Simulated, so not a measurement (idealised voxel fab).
process module | voxel air gaps
cross-section cut | 140 nm wide | cells 5 nm
A cross-section is a grid of square cells, given in bands from the top down. A band is one or more rows of cells.
Each band's line starts with the height of the band's top and of its bottom, in nm. Then come its materials from left to right, each with its width in nm. One material with "throughout" fills the band from edge to edge. "air" is empty space.
Height 0 is the level under which the wafer as received is all one material. The lowest band goes on downwards, as in "0 down".
A width such as "30 to 40" changes by the same amount from each row of cells to the next, from the band's top row to its bottom row.
"no change" after a step means that no cell of the cross-section changed.
closed voids: empty space of 8 cells or more with no open way to the top, each as width x height at its distance from the left edge, in nm
after a step's settings: what the simulator itself notes on the step
overlay nm, on a step with a mask: how far to the right of its planned place the mask lay; to the left if negative
plan
1 op RECEIVE | material Si
2 op CONFORMAL_DEP | material SiO2 | thk nm 15
3 op CONFORMAL_DEP | material SiN | thk nm 5
4 op DIRECTIONAL_DEP | material SiO2 | thk nm 40
5 op DIRECTIONAL_DEP | material aC | thk nm 10
6 op PATTERN | tone open | mask id LINES | material resist | width nm 15 | pitch nm 40 | thk nm 25 | overlay nm 0
7 op DIRECTIONAL_ETCH | etch materials aC | depth nm 10
8 op STRIP | etch materials resist
9 op DIRECTIONAL_ETCH | etch materials SiO2 | depth nm 40
10 op STRIP | etch materials aC
11 op CONFORMAL_DEP | material TiN | thk nm 5
12 op FILL_DEP | material Ru | thk nm 5
13 op CMP | height nm 60
14 op EPI | material Ru | thk nm 10
15 op SELECTIVE_ETCH | etch materials SiO2 | depth nm 50
16 op CONFORMAL_DEP | material SiCN | thk nm 5
as received, after step 1
  0 down: Si throughout
  closed voids: none
a wafer at the end: this start, this plan, one mistake
  75 to 70: air 5 | TiN 125 | air 10
  70 to 60: air 5 | TiN 5 | Ru 35 | TiN 5 | Ru 35 | TiN 5 | Ru 35 | TiN 5 | air 10
  60 to 55: air 5 | TiN 20 | Ru 5 | TiN 35 | Ru 5 | TiN 35 | Ru 5 | TiN 20 | air 10
  55 to 25: air 15 | TiN 10 | Ru 5 | TiN 10 | air 15 | TiN 10 | Ru 5 | TiN 10 | air 15 | TiN 10 | Ru 5 | TiN 10 | air 20
  25 to 20: TiN throughout
  20 to 15: SiN throughout
  15 to 0: SiO2 throughout
  0 down: Si throughout
  closed voids: 15 x 30 at 40; 15 x 30 at 80
what went wrong: step 16 ran as: op CONFORMAL_DEP | material TiN | thk nm 5
